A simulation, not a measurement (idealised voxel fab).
process module | voxel double patterning
Xsec cut, 185 nm wide, square cell size 5 nm.
Cross-sections here: square-cell grids, written as top-down lists of bands, a band being one or more rows of cells. What a band's entry tells you: where the top is and where the bottom is, as heights in nm, and after that what lies inside, material by material from left to right, each with its width in nm. Empty space is written as the word "blank", and a single material marked with the word "full width" occupies the band from edge to edge. Heights from 0 (as-received wafer is one material below). Bottom band endless downward, as "0 nm and below". Quick explanation for "30->40": the width changes in equal steps down the rows of cells, from the first number in the band's top row to the second number in its bottom row. For the purposes of this document, the phrase "nothing changed" attached to a step denotes that no cell within the cross-section was modified by that step. Voids not open to the top, 8 cells minimum: see "Closed empty spaces". Written width x height at distance; distance is from the left edge; nm. Text after the settings on a step's line: the simulator's own remark on that step. overlay nm: for a step with a mask, the amount by which the mask lay right of where it was planned; a negative amount means left of it.
# Intended process steps
step 1: op RECEIVE | material Si
step 2: op CONFORMAL_DEP | material SiO2 | thk nm 5
step 3: op DIRECTIONAL_DEP | material TiN | thk nm 15
step 4: op DIRECTIONAL_DEP | material SiN | thk nm 10
step 5: op DIRECTIONAL_DEP | material aC | thk nm 15
step 6: op PATTERN | tone open | mask id FIRST | material resist | width nm 15 | pitch nm 50 | thk nm 30 | overlay nm 0
step 7: op DIRECTIONAL_ETCH | etch materials aC | depth nm 15
step 8: op STRIP | etch materials resist
step 9: op DIRECTIONAL_ETCH | etch materials SiN | depth nm 10
step 10: op STRIP | etch materials aC
step 11: op PATTERN | tone open | mask id SECOND | material resist | width nm 15 | pitch nm 50 | thk nm 20 | overlay nm 0
step 12: op DIRECTIONAL_ETCH | etch materials SiN | depth nm 10
step 13: op STRIP | etch materials resist
step 14: op DIRECTIONAL_ETCH | etch materials TiN | depth nm 15
step 15: op STRIP | etch materials SiN
# Wafer as received: cross-section following step 1
* 0 nm and below  Si full width
* Closed empty spaces: none
# Cross-section: first of two wafers, module finished, run according to plan
* 20 nm to 5 nm  35 TiN, then 15 blank, then 10 TiN, then 15 blank, then 10 TiN, then 15 blank, then 10 TiN, then 15 blank, then 10 TiN, then 15 blank, then 35 TiN
* 5 nm to 0 nm  SiO2 full width
* 0 nm and below  Si full width
* Closed empty spaces: none
# Here's the second of our two wafers sectioned at module end. Same start as the first, same plan, but one mistake got made running it
* 20 nm to 5 nm  35 TiN, then 15 blank, then 5 TiN, then 15 blank, then 15 TiN, then 15 blank, then 5 TiN, then 15 blank, then 15 TiN, then 15 blank, then 35 TiN
* 5 nm to 0 nm  SiO2 full width
* 0 nm and below  Si full width
* Closed empty spaces: none
Run error: so step 11 ended up running with a different setting than we planned, it ran as op PATTERN | tone open | mask id SECOND | material resist | width nm 15 | pitch nm 50 | thk nm 20 | overlay nm -5
In the final comparison it is observed that the number of cells assigned to each material is identical for the two wafers, whereas their placement is not.
